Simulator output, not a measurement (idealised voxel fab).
This is a process module. Its name is voxel self aligned contacts.
In the cross-section labelled cut, the width is 225 nm and each square cell is 5 nm.
Throughout this document, each cross-section is represented as a grid of square cells and is presented as a sequence of bands enumerated from the top downward, where a band comprises one or more rows of cells. Top, bottom (nm), then materials left to right with widths (nm); lone material tagged "all across" fills the whole band edge to edge; "air" = empty space. Ref level 0: as-received wafer is one material below here. Bottom band extends down with no lower bound ("0 -> down"). A width such as "30 to 40" changes by the same amount from each row of cells to the next, from the band's top row to its bottom row. No cell of the cross-section changed in a step that is given as "stayed the same". "Fully sealed cavities": empty spaces of 8 cells or more with no open way to the top, each given as width x height at distance, distance from the left edge, all in nm. If you see something after the settings on a step's line, that's the simulator's own remark about that step. Among the settings permitted on a step's line is "overlay nm"; applied to a step with a mask, it specifies the extent to which the mask lay to the right of its planned position, whereas a negative figure signifies a position to the left. How should the pairs below be read? Each gives the cross-section before one process step and the cross-section after it, the latter drawn only to the lowest band that changed; the step that lies between them, with its settings, appears under the pair. Does a pair pick up where the pair above left off? Only where its entry headed "Pre-step cross-section" says so, since pairs can come from different runs of this module on the same starting wafer.
Pre-step cross-section
- 0 -> down | Si all across
- Fully sealed cavities: none
Sectional View, Post-Process
- 5 -> 0 | SiO2 all across
- below 0: unchanged
- Fully sealed cavities: none
Process step bridging the above cross-sections: CONFORMAL_DEP, material SiO2, thk nm 5
Pre-step cross-section: no separate figure, the pair right above already shows it after its step.
Sectional View, Post-Process
- 35 -> 5 | polySi all across
- below 5: unchanged
- Fully sealed cavities: none
Process step bridging the above cross-sections: DIRECTIONAL_DEP, material polySi, thk nm 30
Pre-step cross-section: no separate figure, the pair right above already shows it after its step.
Sectional View, Post-Process
- 55 -> 35 | SiN all across
- below 35: unchanged
- Fully sealed cavities: none
Process step bridging the above cross-sections: DIRECTIONAL_DEP, material SiN, thk nm 20
Pre-step cross-section: no separate figure, the pair right above already shows it after its step.
Sectional View, Post-Process
- 75 -> 55 | 70 of air, then 25 of resist, then 35 of air, then 25 of resist, then 70 of air
- below 55: unchanged
- Fully sealed cavities: none
Process step bridging the above cross-sections: PATTERN, tone cover, mask id GATE, material resist, width nm 25, pitch nm 60, thk nm 20, overlay nm 0
Pre-step cross-section: no separate figure, the pair right above already shows it after its step.
Sectional View, Post-Process
- 75 -> 55 | 70 of air, then 25 of resist, then 35 of air, then 25 of resist, then 70 of air
- 55 -> 35 | 70 of air, then 25 of SiN, then 35 of air, then 25 of SiN, then 70 of air
- below 35: unchanged
- Fully sealed cavities: none
Process step bridging the above cross-sections: DIRECTIONAL_ETCH, etch materials SiN, depth nm 20
Pre-step cross-section: no separate figure, the pair right above already shows it after its step.
Sectional View, Post-Process
- 75 -> 55 | 70 of air, then 25 of resist, then 35 of air, then 25 of resist, then 70 of air
- 55 -> 35 | 70 of air, then 25 of SiN, then 35 of air, then 25 of SiN, then 70 of air
- 35 -> 5 | 70 of air, then 25 of polySi, then 35 of air, then 25 of polySi, then 70 of air
- below 5: unchanged
- Fully sealed cavities: none
Process step bridging the above cross-sections: DIRECTIONAL_ETCH, etch materials polySi, depth nm 30
Pre-step cross-section: no separate figure, the pair right above already shows it after its step.
Sectional View, Post-Process
- 55 -> 35 | 70 of air, then 25 of SiN, then 35 of air, then 25 of SiN, then 70 of air
- below 35: unchanged
- Fully sealed cavities: none
Process step bridging the above cross-sections: STRIP, etch materials resist
Pre-step cross-section: no separate figure, the pair right above already shows it after its step.
Sectional View, Post-Process
- 60 -> 35 | 65 of air, then 35 of SiN, then 25 of air, then 35 of SiN, then 65 of air
- 35 -> 10 | 65 of air, then 5 of SiN, then 25 of polySi, then 5 of SiN, then 25 of air, then 5 of SiN, then 25 of polySi, then 5 of SiN, then 65 of air
- 10 -> 5 | 70 of SiN, then 25 of polySi, then 35 of SiN, then 25 of polySi, then 70 of SiN
- below 5: unchanged
- Fully sealed cavities: none
Process step bridging the above cross-sections: CONFORMAL_DEP, material SiN, thk nm 5
Pre-step cross-section: no separate figure, the pair right above already shows it after its step.
Sectional View, Post-Process
- 55 -> 35 | 65 of air, then 35 of SiN, then 25 of air, then 35 of SiN, then 65 of air
- 35 -> 5 | 65 of air, then 5 of SiN, then 25 of polySi, then 5 of SiN, then 25 of air, then 5 of SiN, then 25 of polySi, then 5 of SiN, then 65 of air
- below 5: unchanged
- Fully sealed cavities: none
Process step bridging the above cross-sections: DIRECTIONAL_ETCH, etch materials SiN, depth nm 5
Pre-step cross-section: no separate figure, the pair right above already shows it after its step.
Sectional View, Post-Process
- 70 -> 55 | SiO2 all across
- 55 -> 35 | 65 of SiO2, then 35 of SiN, then 25 of SiO2, then 35 of SiN, then 65 of SiO2
- 35 -> 5 | 65 of SiO2, then 5 of SiN, then 25 of polySi, then 5 of SiN, then 25 of SiO2, then 5 of SiN, then 25 of polySi, then 5 of SiN, then 65 of SiO2
- below 5: unchanged
- Fully sealed cavities: none
Process step bridging the above cross-sections: FILL_DEP, material SiO2, thk nm 15
Pre-step cross-section: no separate figure, the pair right above already shows it after its step.
Sectional View, Post-Process
- 60 -> 55 | SiO2 all across
- below 55: unchanged
- Fully sealed cavities: none
Process step bridging the above cross-sections: CMP, height nm 60
Pre-step cross-section: no separate figure, the pair right above already shows it after its step.
Sectional View, Post-Process
- 60 -> 55 | 90 of SiO2, then 45 of air, then 90 of SiO2
- 55 -> 35 | 65 of SiO2, then 35 of SiN, then 25 of air, then 35 of SiN, then 65 of SiO2
- 35 -> 5 | 65 of SiO2, then 5 of SiN, then 25 of polySi, then 5 of SiN, then 25 of air, then 5 of SiN, then 25 of polySi, then 5 of SiN, then 65 of SiO2
- 5 -> 0 | 100 of SiO2, then 25 of air, then 100 of SiO2
- below 0: unchanged
- Fully sealed cavities: none
Process step bridging the above cross-sections: MASKED_ETCH, tone open, mask id CONTACT, width nm 45, etch materials SiO2, depth nm 60, overlay nm 0
Pre-step cross-section: no separate figure, the pair right above already shows it after its step.
Sectional View, Post-Process
- 65 -> 60 | 95 of TiN, then 35 of air, then 95 of TiN
- 60 -> 55 | 90 of SiO2, then 15 of TiN, then 15 of air, then 15 of TiN, then 90 of SiO2
- 55 -> 35 | 65 of SiO2, then 35 of SiN, then 5 of TiN, then 15 of air, then 5 of TiN, then 35 of SiN, then 65 of SiO2
- 35 -> 5 | 65 of SiO2, then 5 of SiN, then 25 of polySi, then 5 of SiN, then 5 of TiN, then 15 of air, then 5 of TiN, then 5 of SiN, then 25 of polySi, then 5 of SiN, then 65 of SiO2
- 5 -> 0 | 100 of SiO2, then 25 of TiN, then 100 of SiO2
- below 0: unchanged
- Fully sealed cavities: none
Process step bridging the above cross-sections: CONFORMAL_DEP, material TiN, thk nm 5
Pre-step cross-section: no separate figure, the pair right above already shows it after its step.
Sectional View, Post-Process
- 75 -> 65 | Ru all across
- 65 -> 60 | 95 of TiN, then 35 of Ru, then 95 of TiN
- 60 -> 55 | 90 of SiO2, then 15 of TiN, then 15 of Ru, then 15 of TiN, then 90 of SiO2
- 55 -> 35 | 65 of SiO2, then 35 of SiN, then 5 of TiN, then 15 of Ru, then 5 of TiN, then 35 of SiN, then 65 of SiO2
- 35 -> 5 | 65 of SiO2, then 5 of SiN, then 25 of polySi, then 5 of SiN, then 5 of TiN, then 15 of Ru, then 5 of TiN, then 5 of SiN, then 25 of polySi, then 5 of SiN, then 65 of SiO2
- below 5: unchanged
- Fully sealed cavities: none
Process step bridging the above cross-sections: FILL_DEP, material Ru, thk nm 10
Pre-step cross-section: no separate figure, the pair right above already shows it after its step.
Sectional View, Post-Process
- 60 -> 55 | 90 of SiO2, then 15 of TiN, then 15 of Ru, then 15 of TiN, then 90 of SiO2
- below 55: unchanged
- Fully sealed cavities: none
Process step bridging the above cross-sections: CMP, height nm 60
Pre-step cross-section: no separate figure, the pair right above already shows it after its step.
Sectional View, Post-Process
- 65 -> 60 | SiCN all across
- below 60: unchanged
- Fully sealed cavities: none
Process step bridging the above cross-sections: CONFORMAL_DEP, material SiCN, thk nm 5
Pre-step cross-section
- 75 -> 65 | Ru all across
- 65 -> 60 | 95 of TiN, then 35 of Ru, then 95 of TiN
- 60 -> 55 | 90 of SiO2, then 15 of TiN, then 15 of Ru, then 15 of TiN, then 90 of SiO2
- 55 -> 35 | 65 of SiO2, then 35 of SiN, then 5 of TiN, then 15 of Ru, then 5 of TiN, then 35 of SiN, then 65 of SiO2
- 35 -> 5 | 65 of SiO2, then 5 of SiN, then 25 of polySi, then 5 of SiN, then 5 of TiN, then 15 of Ru, then 5 of TiN, then 5 of SiN, then 25 of polySi, then 5 of SiN, then 65 of SiO2
- 5 -> 0 | 100 of SiO2, then 25 of TiN, then 100 of SiO2
- 0 -> down | Si all across
- Fully sealed cavities: none
Sectional View, Post-Process
- 80 -> 75 | SiCN all across
- below 75: unchanged
- Fully sealed cavities: none
Process step bridging the above cross-sections: CONFORMAL_DEP, material SiCN, thk nm 5
Pre-step cross-section
- 55 -> 35 | SiN all across
- 35 -> 5 | polySi all across
- 5 -> 0 | SiO2 all across
- 0 -> down | Si all across
- Fully sealed cavities: none
Sectional View, Post-Process
- 75 -> 35 | SiN all across
- below 35: unchanged
- Fully sealed cavities: none
Process step bridging the above cross-sections: DIRECTIONAL_DEP, material SiN, thk nm 20
Pre-step cross-section: no separate figure, the pair right above already shows it after its step.
Sectional View, Post-Process
- 95 -> 75 | 70 of air, then 25 of resist, then 35 of air, then 25 of resist, then 70 of air
- below 75: unchanged
- Fully sealed cavities: none
Process step bridging the above cross-sections: PATTERN, tone cover, mask id GATE, material resist, width nm 25, pitch nm 60, thk nm 20, overlay nm 0
Pre-step cross-section: no separate figure, the pair right above already shows it after its step.
Sectional View, Post-Process
- 95 -> 75 | 70 of air, then 25 of resist, then 35 of air, then 25 of resist, then 70 of air
- 75 -> 55 | 70 of air, then 25 of SiN, then 35 of air, then 25 of SiN, then 70 of air
- below 55: unchanged
- Fully sealed cavities: none
Process step bridging the above cross-sections: DIRECTIONAL_ETCH, etch materials SiN, depth nm 20
Pre-step cross-section: no separate figure, the pair right above already shows it after its step.
Sectional View, Post-Process
- 75 -> 55 | 70 of air, then 25 of SiN, then 35 of air, then 25 of SiN, then 70 of air
- below 55: unchanged
- Fully sealed cavities: none
Process step bridging the above cross-sections: STRIP, etch materials resist
Pre-step cross-section: no separate figure, the pair right above already shows it after its step.
Sectional View, Post-Process
- 80 -> 60 | 65 of air, then 35 of SiN, then 25 of air, then 35 of SiN, then 65 of air
- 60 -> 35 | SiN all across
- below 35: unchanged
- Fully sealed cavities: none
Process step bridging the above cross-sections: CONFORMAL_DEP, material SiN, thk nm 5
Pre-step cross-section: no separate figure, the pair right above already shows it after its step.
Sectional View, Post-Process
- 75 -> 55 | 65 of air, then 35 of SiN, then 25 of air, then 35 of SiN, then 65 of air
- below 55: unchanged
- Fully sealed cavities: none
Process step bridging the above cross-sections: DIRECTIONAL_ETCH, etch materials SiN, depth nm 5
Pre-step cross-section: no separate figure, the pair right above already shows it after its step.
Sectional View, Post-Process
- 90 -> 75 | SiO2 all across
- 75 -> 55 | 65 of SiO2, then 35 of SiN, then 25 of SiO2, then 35 of SiN, then 65 of SiO2
- below 55: unchanged
- Fully sealed cavities: none
Process step bridging the above cross-sections: FILL_DEP, material SiO2, thk nm 15
Pre-step cross-section: no separate figure, the pair right above already shows it after its step.
Sectional View, Post-Process
- 60 -> 55 | 65 of SiO2, then 35 of SiN, then 25 of SiO2, then 35 of SiN, then 65 of SiO2
- below 55: unchanged
- Fully sealed cavities: none
Process step bridging the above cross-sections: CMP, height nm 60
Pre-step cross-section: no separate figure, the pair right above already shows it after its step.
Sectional View, Post-Process
- 60 -> 55 | 65 of SiO2, then 35 of SiN, then 25 of air, then 35 of SiN, then 65 of SiO2
- below 55: unchanged
- Fully sealed cavities: none
Process step bridging the above cross-sections: MASKED_ETCH, tone open, mask id CONTACT, width nm 45, etch materials SiO2, depth nm 60, overlay nm 0
Pre-step cross-section: no separate figure, the pair right above already shows it after its step.
Sectional View, Post-Process
- 65 -> 60 | 105 of TiN, then 15 of air, then 105 of TiN
- 60 -> 55 | 65 of SiO2, then 35 of SiN, then 25 of TiN, then 35 of SiN, then 65 of SiO2
- below 55: unchanged
- Fully sealed cavities: none
Process step bridging the above cross-sections: CONFORMAL_DEP, material TiN, thk nm 5
Pre-step cross-section: no separate figure, the pair right above already shows it after its step.
Sectional View, Post-Process
- 75 -> 65 | Ru all across
- 65 -> 60 | 105 of TiN, then 15 of Ru, then 105 of TiN
- below 60: unchanged
- Fully sealed cavities: none
Process step bridging the above cross-sections: FILL_DEP, material Ru, thk nm 10
Pre-step cross-section: no separate figure, the pair right above already shows it after its step.
Sectional View, Post-Process
- 60 -> 55 | 65 of SiO2, then 35 of SiN, then 25 of TiN, then 35 of SiN, then 65 of SiO2
- below 55: unchanged
- Fully sealed cavities: none
Process step bridging the above cross-sections: CMP, height nm 60
Pre-step cross-section: no separate figure, the pair right above already shows it after its step.
Sectional View, Post-Process
- 65 -> 60 | SiCN all across
- below 60: unchanged
- Fully sealed cavities: none
Process step bridging the above cross-sections: CONFORMAL_DEP, material SiCN, thk nm 5
Pre-step cross-section
- 0 -> down | Si all across
- Fully sealed cavities: none
Sectional View, Post-Process
- 30 -> 0 | polySi all across
- below 0: unchanged
- Fully sealed cavities: none
Process step bridging the above cross-sections: DIRECTIONAL_DEP, material polySi, thk nm 30
Pre-step cross-section: no separate figure, the pair right above already shows it after its step.
Sectional View, Post-Process
- 35 -> 30 | SiO2 all across
- below 30: unchanged
- Fully sealed cavities: none
Process step bridging the above cross-sections: CONFORMAL_DEP, material SiO2, thk nm 5
Pre-step cross-section: no separate figure, the pair right above already shows it after its step.
Sectional View, Post-Process
- 55 -> 35 | SiN all across
- below 35: unchanged
- Fully sealed cavities: none
Process step bridging the above cross-sections: DIRECTIONAL_DEP, material SiN, thk nm 20
Pre-step cross-section: no separate figure, the pair right above already shows it after its step.
Sectional View, Post-Process
- 75 -> 55 | 70 of air, then 25 of resist, then 35 of air, then 25 of resist, then 70 of air
- below 55: unchanged
- Fully sealed cavities: none
Process step bridging the above cross-sections: PATTERN, tone cover, mask id GATE, material resist, width nm 25, pitch nm 60, thk nm 20, overlay nm 0
Pre-step cross-section: no separate figure, the pair right above already shows it after its step.
Sectional View, Post-Process
- 75 -> 55 | 70 of air, then 25 of resist, then 35 of air, then 25 of resist, then 70 of air
- 55 -> 35 | 70 of air, then 25 of SiN, then 35 of air, then 25 of SiN, then 70 of air
- below 35: unchanged
- Fully sealed cavities: none
Process step bridging the above cross-sections: DIRECTIONAL_ETCH, etch materials SiN, depth nm 20
Pre-step cross-section: no separate figure, the pair right above already shows it after its step.
Sectional View, Post-Process
- 55 -> 35 | 70 of air, then 25 of SiN, then 35 of air, then 25 of SiN, then 70 of air
- below 35: unchanged
- Fully sealed cavities: none
Process step bridging the above cross-sections: STRIP, etch materials resist
Pre-step cross-section: no separate figure, the pair right above already shows it after its step.
Sectional View, Post-Process
- 60 -> 40 | 65 of air, then 35 of SiN, then 25 of air, then 35 of SiN, then 65 of air
- 40 -> 35 | SiN all across
- below 35: unchanged
- Fully sealed cavities: none
Process step bridging the above cross-sections: CONFORMAL_DEP, material SiN, thk nm 5
Pre-step cross-section: no separate figure, the pair right above already shows it after its step.
Sectional View, Post-Process
- 55 -> 35 | 65 of air, then 35 of SiN, then 25 of air, then 35 of SiN, then 65 of air
- below 35: unchanged
- Fully sealed cavities: none
Process step bridging the above cross-sections: DIRECTIONAL_ETCH, etch materials SiN, depth nm 5
Pre-step cross-section: no separate figure, the pair right above already shows it after its step.
Sectional View, Post-Process
- 70 -> 55 | SiO2 all across
- 55 -> 35 | 65 of SiO2, then 35 of SiN, then 25 of SiO2, then 35 of SiN, then 65 of SiO2
- below 35: unchanged
- Fully sealed cavities: none
Process step bridging the above cross-sections: FILL_DEP, material SiO2, thk nm 15
Pre-step cross-section: no separate figure, the pair right above already shows it after its step.
Sectional View, Post-Process
- 60 -> 55 | SiO2 all across
- below 55: unchanged
- Fully sealed cavities: none
Process step bridging the above cross-sections: CMP, height nm 60
Pre-step cross-section: no separate figure, the pair right above already shows it after its step.
Sectional View, Post-Process
- 60 -> 55 | 90 of SiO2, then 45 of air, then 90 of SiO2
- 55 -> 35 | 65 of SiO2, then 35 of SiN, then 25 of air, then 35 of SiN, then 65 of SiO2
- 35 -> 30 | 100 of SiO2, then 25 of air, then 100 of SiO2
- below 30: unchanged
- Fully sealed cavities: none
Process step bridging the above cross-sections: MASKED_ETCH, tone open, mask id CONTACT, width nm 45, etch materials SiO2, depth nm 60, overlay nm 0
Pre-step cross-section: no separate figure, the pair right above already shows it after its step.
Sectional View, Post-Process
- 65 -> 60 | 95 of TiN, then 35 of air, then 95 of TiN
- 60 -> 55 | 90 of SiO2, then 15 of TiN, then 15 of air, then 15 of TiN, then 90 of SiO2
- 55 -> 35 | 65 of SiO2, then 35 of SiN, then 5 of TiN, then 15 of air, then 5 of TiN, then 35 of SiN, then 65 of SiO2
- 35 -> 30 | 100 of SiO2, then 25 of TiN, then 100 of SiO2
- below 30: unchanged
- Fully sealed cavities: none
Process step bridging the above cross-sections: CONFORMAL_DEP, material TiN, thk nm 5
Pre-step cross-section: no separate figure, the pair right above already shows it after its step.
Sectional View, Post-Process
- 75 -> 65 | Ru all across
- 65 -> 60 | 95 of TiN, then 35 of Ru, then 95 of TiN
- 60 -> 55 | 90 of SiO2, then 15 of TiN, then 15 of Ru, then 15 of TiN, then 90 of SiO2
- 55 -> 35 | 65 of SiO2, then 35 of SiN, then 5 of TiN, then 15 of Ru, then 5 of TiN, then 35 of SiN, then 65 of SiO2
- below 35: unchanged
- Fully sealed cavities: none
Process step bridging the above cross-sections: FILL_DEP, material Ru, thk nm 10
Pre-step cross-section: no separate figure, the pair right above already shows it after its step.
Sectional View, Post-Process
- 60 -> 55 | 90 of SiO2, then 15 of TiN, then 15 of Ru, then 15 of TiN, then 90 of SiO2
- below 55: unchanged
- Fully sealed cavities: none
Process step bridging the above cross-sections: CMP, height nm 60
Pre-step cross-section: no separate figure, the pair right above already shows it after its step.
Sectional View, Post-Process
- 65 -> 60 | SiCN all across
- below 60: unchanged
- Fully sealed cavities: none
Process step bridging the above cross-sections: CONFORMAL_DEP, material SiCN, thk nm 5
Pre-step cross-section
- 75 -> 65 | Ru all across
- 65 -> 60 | 95 of TiN, then 35 of Ru, then 95 of TiN
- 60 -> 55 | 90 of SiO2, then 15 of TiN, then 15 of Ru, then 15 of TiN, then 90 of SiO2
- 55 -> 35 | 65 of SiO2, then 35 of SiN, then 5 of TiN, then 15 of Ru, then 5 of TiN, then 35 of SiN, then 65 of SiO2
- 35 -> 5 | 65 of SiO2, then 5 of SiN, then 25 of polySi, then 5 of SiN, then 5 of TiN, then 15 of Ru, then 5 of TiN, then 5 of SiN, then 25 of polySi, then 5 of SiN, then 65 of SiO2
- 5 -> 0 | 100 of SiO2, then 25 of TiN, then 100 of SiO2
- 0 -> down | Si all across
- Fully sealed cavities: none
Sectional View, Post-Process
- 55 -> 35 | 65 of SiO2, then 35 of SiN, then 5 of TiN, then 15 of Ru, then 5 of TiN, then 35 of SiN, then 65 of SiO2
- below 35: unchanged
- Fully sealed cavities: none
Process step bridging the above cross-sections: CMP, height nm 55
Pre-step cross-section: no separate figure, the pair right above already shows it after its step.
Sectional View, Post-Process
- 60 -> 55 | SiCN all across
- below 55: unchanged
- Fully sealed cavities: none
Process step bridging the above cross-sections: CONFORMAL_DEP, material SiCN, thk nm 5
Pre-step cross-section
- 60 -> 55 | SiO2 all across
- 55 -> 35 | 65 of SiO2, then 35 of SiN, then 25 of SiO2, then 35 of SiN, then 65 of SiO2
- 35 -> 5 | 65 of SiO2, then 5 of SiN, then 25 of polySi, then 5 of SiN, then 25 of SiO2, then 5 of SiN, then 25 of polySi, then 5 of SiN, then 65 of SiO2
- 5 -> 0 | SiO2 all across
- 0 -> down | Si all across
- Fully sealed cavities: none
Sectional View, Post-Process
- 60 -> 55 | 95 of SiO2, then 35 of air, then 95 of SiO2
- 55 -> 35 | 65 of SiO2, then 35 of SiN, then 25 of air, then 35 of SiN, then 65 of SiO2
- 35 -> 5 | 65 of SiO2, then 5 of SiN, then 25 of polySi, then 5 of SiN, then 25 of air, then 5 of SiN, then 25 of polySi, then 5 of SiN, then 65 of SiO2
- 5 -> 0 | 100 of SiO2, then 25 of air, then 100 of SiO2
- below 0: unchanged
- Fully sealed cavities: none
Process step bridging the above cross-sections: MASKED_ETCH, tone open, mask id CONTACT, width nm 35, etch materials SiO2, depth nm 60, overlay nm 0
Pre-step cross-section: no separate figure, the pair right above already shows it after its step.
Sectional View, Post-Process
- 65 -> 60 | 100 of TiN, then 25 of air, then 100 of TiN
- 60 -> 55 | 95 of SiO2, then 10 of TiN, then 15 of air, then 10 of TiN, then 95 of SiO2
- 55 -> 35 | 65 of SiO2, then 35 of SiN, then 5 of TiN, then 15 of air, then 5 of TiN, then 35 of SiN, then 65 of SiO2
- 35 -> 5 | 65 of SiO2, then 5 of SiN, then 25 of polySi, then 5 of SiN, then 5 of TiN, then 15 of air, then 5 of TiN, then 5 of SiN, then 25 of polySi, then 5 of SiN, then 65 of SiO2
- 5 -> 0 | 100 of SiO2, then 25 of TiN, then 100 of SiO2
- below 0: unchanged
- Fully sealed cavities: none
Process step bridging the above cross-sections: CONFORMAL_DEP, material TiN, thk nm 5
Pre-step cross-section: no separate figure, the pair right above already shows it after its step.
Sectional View, Post-Process
- 75 -> 65 | Ru all across
- 65 -> 60 | 100 of TiN, then 25 of Ru, then 100 of TiN
- 60 -> 55 | 95 of SiO2, then 10 of TiN, then 15 of Ru, then 10 of TiN, then 95 of SiO2
- 55 -> 35 | 65 of SiO2, then 35 of SiN, then 5 of TiN, then 15 of Ru, then 5 of TiN, then 35 of SiN, then 65 of SiO2
- 35 -> 5 | 65 of SiO2, then 5 of SiN, then 25 of polySi, then 5 of SiN, then 5 of TiN, then 15 of Ru, then 5 of TiN, then 5 of SiN, then 25 of polySi, then 5 of SiN, then 65 of SiO2
- below 5: unchanged
- Fully sealed cavities: none
Process step bridging the above cross-sections: FILL_DEP, material Ru, thk nm 10
Pre-step cross-section: no separate figure, the pair right above already shows it after its step.
Sectional View, Post-Process
- 60 -> 55 | 95 of SiO2, then 10 of TiN, then 15 of Ru, then 10 of TiN, then 95 of SiO2
- below 55: unchanged
- Fully sealed cavities: none
Process step bridging the above cross-sections: CMP, height nm 60
Pre-step cross-section: no separate figure, the pair right above already shows it after its step.
Sectional View, Post-Process
- 65 -> 60 | SiCN all across
- below 60: unchanged
- Fully sealed cavities: none
Process step bridging the above cross-sections: CONFORMAL_DEP, material SiCN, thk nm 5
Pre-step cross-section
- 55 -> 35 | SiN all across
- 35 -> 5 | polySi all across
- 5 -> 0 | SiO2 all across
- 0 -> down | Si all across
- Fully sealed cavities: none
Sectional View, Post-Process
- 75 -> 55 | 80 of air, then 25 of resist, then 35 of air, then 25 of resist, then 60 of air
- below 55: unchanged
- Fully sealed cavities: none
Process step bridging the above cross-sections: PATTERN, tone cover, mask id GATE, material resist, width nm 25, pitch nm 60, thk nm 20, overlay nm 10
Pre-step cross-section: no separate figure, the pair right above already shows it after its step.
Sectional View, Post-Process
- 75 -> 55 | 80 of air, then 25 of resist, then 35 of air, then 25 of resist, then 60 of air
- 55 -> 35 | 80 of air, then 25 of SiN, then 35 of air, then 25 of SiN, then 60 of air
- below 35: unchanged
- Fully sealed cavities: none
Process step bridging the above cross-sections: DIRECTIONAL_ETCH, etch materials SiN, depth nm 20
Pre-step cross-section: no separate figure, the pair right above already shows it after its step.
Sectional View, Post-Process
- 75 -> 55 | 80 of air, then 25 of resist, then 35 of air, then 25 of resist, then 60 of air
- 55 -> 35 | 80 of air, then 25 of SiN, then 35 of air, then 25 of SiN, then 60 of air
- 35 -> 5 | 80 of air, then 25 of polySi, then 35 of air, then 25 of polySi, then 60 of air
- below 5: unchanged
- Fully sealed cavities: none
Process step bridging the above cross-sections: DIRECTIONAL_ETCH, etch materials polySi, depth nm 30
Pre-step cross-section: no separate figure, the pair right above already shows it after its step.
Sectional View, Post-Process
- 55 -> 35 | 80 of air, then 25 of SiN, then 35 of air, then 25 of SiN, then 60 of air
- below 35: unchanged
- Fully sealed cavities: none
Process step bridging the above cross-sections: STRIP, etch materials resist
Pre-step cross-section: no separate figure, the pair right above already shows it after its step.
Sectional View, Post-Process
- 60 -> 35 | 75 of air, then 35 of SiN, then 25 of air, then 35 of SiN, then 55 of air
- 35 -> 10 | 75 of air, then 5 of SiN, then 25 of polySi, then 5 of SiN, then 25 of air, then 5 of SiN, then 25 of polySi, then 5 of SiN, then 55 of air
- 10 -> 5 | 80 of SiN, then 25 of polySi, then 35 of SiN, then 25 of polySi, then 60 of SiN
- below 5: unchanged
- Fully sealed cavities: none
Process step bridging the above cross-sections: CONFORMAL_DEP, material SiN, thk nm 5
Pre-step cross-section: no separate figure, the pair right above already shows it after its step.
Sectional View, Post-Process
- 55 -> 35 | 75 of air, then 35 of SiN, then 25 of air, then 35 of SiN, then 55 of air
- 35 -> 5 | 75 of air, then 5 of SiN, then 25 of polySi, then 5 of SiN, then 25 of air, then 5 of SiN, then 25 of polySi, then 5 of SiN, then 55 of air
- below 5: unchanged
- Fully sealed cavities: none
Process step bridging the above cross-sections: DIRECTIONAL_ETCH, etch materials SiN, depth nm 5
Pre-step cross-section: no separate figure, the pair right above already shows it after its step.
Sectional View, Post-Process
- 70 -> 55 | SiO2 all across
- 55 -> 35 | 75 of SiO2, then 35 of SiN, then 25 of SiO2, then 35 of SiN, then 55 of SiO2
- 35 -> 5 | 75 of SiO2, then 5 of SiN, then 25 of polySi, then 5 of SiN, then 25 of SiO2, then 5 of SiN, then 25 of polySi, then 5 of SiN, then 55 of SiO2
- below 5: unchanged
- Fully sealed cavities: none
Process step bridging the above cross-sections: FILL_DEP, material SiO2, thk nm 15
Pre-step cross-section: no separate figure, the pair right above already shows it after its step.
Sectional View, Post-Process
- 60 -> 55 | SiO2 all across
- below 55: unchanged
- Fully sealed cavities: none
Process step bridging the above cross-sections: CMP, height nm 60
Pre-step cross-section: no separate figure, the pair right above already shows it after its step.
Sectional View, Post-Process
- 60 -> 55 | 90 of SiO2, then 45 of air, then 90 of SiO2
- 55 -> 35 | 75 of SiO2, then 35 of SiN, then 25 of air, then 35 of SiN, then 55 of SiO2
- 35 -> 5 | 75 of SiO2, then 5 of SiN, then 25 of polySi, then 5 of SiN, then 25 of air, then 5 of SiN, then 25 of polySi, then 5 of SiN, then 55 of SiO2
- 5 -> 0 | 110 of SiO2, then 25 of air, then 90 of SiO2
- below 0: unchanged
- Fully sealed cavities: none
Process step bridging the above cross-sections: MASKED_ETCH, tone open, mask id CONTACT, width nm 45, etch materials SiO2, depth nm 60, overlay nm 0
Pre-step cross-section: no separate figure, the pair right above already shows it after its step.
Sectional View, Post-Process
- 65 -> 60 | 95 of TiN, then 35 of air, then 95 of TiN
- 60 -> 55 | 90 of SiO2, then 25 of TiN, then 15 of air, then 5 of TiN, then 90 of SiO2
- 55 -> 35 | 75 of SiO2, then 35 of SiN, then 5 of TiN, then 15 of air, then 5 of TiN, then 35 of SiN, then 55 of SiO2
- 35 -> 5 | 75 of SiO2, then 5 of SiN, then 25 of polySi, then 5 of SiN, then 5 of TiN, then 15 of air, then 5 of TiN, then 5 of SiN, then 25 of polySi, then 5 of SiN, then 55 of SiO2
- 5 -> 0 | 110 of SiO2, then 25 of TiN, then 90 of SiO2
- below 0: unchanged
- Fully sealed cavities: none
Process step bridging the above cross-sections: CONFORMAL_DEP, material TiN, thk nm 5
Pre-step cross-section: no separate figure, the pair right above already shows it after its step.
Sectional View, Post-Process
- 75 -> 65 | Ru all across
- 65 -> 60 | 95 of TiN, then 35 of Ru, then 95 of TiN
- 60 -> 55 | 90 of SiO2, then 25 of TiN, then 15 of Ru, then 5 of TiN, then 90 of SiO2
- 55 -> 35 | 75 of SiO2, then 35 of SiN, then 5 of TiN, then 15 of Ru, then 5 of TiN, then 35 of SiN, then 55 of SiO2
- 35 -> 5 | 75 of SiO2, then 5 of SiN, then 25 of polySi, then 5 of SiN, then 5 of TiN, then 15 of Ru, then 5 of TiN, then 5 of SiN, then 25 of polySi, then 5 of SiN, then 55 of SiO2
- below 5: unchanged
- Fully sealed cavities: none
Process step bridging the above cross-sections: FILL_DEP, material Ru, thk nm 10
Pre-step cross-section: no separate figure, the pair right above already shows it after its step.
Sectional View, Post-Process
- 60 -> 55 | 90 of SiO2, then 25 of TiN, then 15 of Ru, then 5 of TiN, then 90 of SiO2
- below 55: unchanged
- Fully sealed cavities: none
Process step bridging the above cross-sections: CMP, height nm 60
Pre-step cross-section: no separate figure, the pair right above already shows it after its step.
Sectional View, Post-Process
- 65 -> 60 | SiCN all across
- below 60: unchanged
- Fully sealed cavities: none
Process step bridging the above cross-sections: CONFORMAL_DEP, material SiCN, thk nm 5
Pre-step cross-section
- 65 -> 60 | 95 of TiN, then 35 of air, then 95 of TiN
- 60 -> 55 | 90 of SiO2, then 15 of TiN, then 15 of air, then 15 of TiN, then 90 of SiO2
- 55 -> 35 | 65 of SiO2, then 35 of SiN, then 5 of TiN, then 15 of air, then 5 of TiN, then 35 of SiN, then 65 of SiO2
- 35 -> 5 | 65 of SiO2, then 5 of SiN, then 25 of polySi, then 5 of SiN, then 5 of TiN, then 15 of air, then 5 of TiN, then 5 of SiN, then 25 of polySi, then 5 of SiN, then 65 of SiO2
- 5 -> 0 | 100 of SiO2, then 25 of TiN, then 100 of SiO2
- 0 -> down | Si all across
- Fully sealed cavities: none
Sectional View, Post-Process
- 75 -> 65 | SiN all across
- 65 -> 60 | 95 of TiN, then 35 of SiN, then 95 of TiN
- 60 -> 55 | 90 of SiO2, then 15 of TiN, then 15 of SiN, then 15 of TiN, then 90 of SiO2
- 55 -> 35 | 65 of SiO2, then 35 of SiN, then 5 of TiN, then 15 of SiN, then 5 of TiN, then 35 of SiN, then 65 of SiO2
- 35 -> 5 | 65 of SiO2, then 5 of SiN, then 25 of polySi, then 5 of SiN, then 5 of TiN, then 15 of SiN, then 5 of TiN, then 5 of SiN, then 25 of polySi, then 5 of SiN, then 65 of SiO2
- below 5: unchanged
- Fully sealed cavities: none
Process step bridging the above cross-sections: FILL_DEP, material SiN, thk nm 10
